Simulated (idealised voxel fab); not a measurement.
process module | voxel plated lines
cross-section cut | 165 nm wide | cells 5 nm
A cross-section is a grid of square cells, given in bands from the top down. A band is one or more rows of cells.
Each band's line starts with the height of the band's top and of its bottom, in nm. Then come its materials from left to right, each with its width in nm. One material with "throughout" fills the band from edge to edge. "air" is empty space.
Height 0 is the level under which the wafer as received is all one material. The lowest band goes on downwards, as in "0 down".
A width such as "30 to 40" changes by the same amount from each row of cells to the next, from the band's top row to its bottom row.
"no change" after a step means that no cell of the cross-section changed.
closed voids: empty space of 8 cells or more with no open way to the top, each as width x height at its distance from the left edge, in nm
after a step's settings: what the simulator itself notes on the step
overlay nm, on a step with a mask: how far to the right of its planned place the mask lay; to the left if negative
plan
1 op RECEIVE | material Si
2 op CONFORMAL_DEP | material Al2O3 | thk nm 10
3 op DIRECTIONAL_DEP | material TiN | thk nm 5
4 op PATTERN | tone open | mask id LINES | material resist | width nm 15 | pitch nm 40 | thk nm 35 | overlay nm 0
5 op EPI | material Ru | thk nm 5
6 op EPI | material Ru | thk nm 10
7 op EPI | material Ru | thk nm 10
8 op STRIP | etch materials resist
9 op DIRECTIONAL_ETCH | etch materials TiN | depth nm 5
10 op CONFORMAL_DEP | material SiO2 | thk nm 10
as received, after step 1
  0 down: Si throughout
  closed voids: none
first wafer at the end, as planned
  50 to 40: air 25 | SiO2 35 | air 5 | SiO2 35 | air 5 | SiO2 35 | air 25
  40 to 20: air 25 | SiO2 10 | Ru 15 | SiO2 10 | air 5 | SiO2 10 | Ru 15 | SiO2 10 | air 5 | SiO2 10 | Ru 15 | SiO2 10 | air 25
  20 to 15: SiO2 35 | Ru 15 | SiO2 25 | Ru 15 | SiO2 25 | Ru 15 | SiO2 35
  15 to 10: SiO2 35 | TiN 15 | SiO2 25 | TiN 15 | SiO2 25 | TiN 15 | SiO2 35
  10 to 0: Al2O3 throughout
  0 down: Si throughout
  closed voids: none
second wafer at the end: like start, like plan, one mistake
  50 to 40: air 25 | TiN 35 | air 5 | TiN 35 | air 5 | TiN 35 | air 25
  40 to 20: air 25 | TiN 10 | Ru 15 | TiN 10 | air 5 | TiN 10 | Ru 15 | TiN 10 | air 5 | TiN 10 | Ru 15 | TiN 10 | air 25
  20 to 15: TiN 35 | Ru 15 | TiN 25 | Ru 15 | TiN 25 | Ru 15 | TiN 35
  15 to 10: TiN throughout
  10 to 0: Al2O3 throughout
  0 down: Si throughout
  closed voids: none
what went wrong: step 10 ran as: op CONFORMAL_DEP | material TiN | thk nm 10
at the end the second wafer has, in cells: 138 fewer of SiO2 | 138 more of TiN
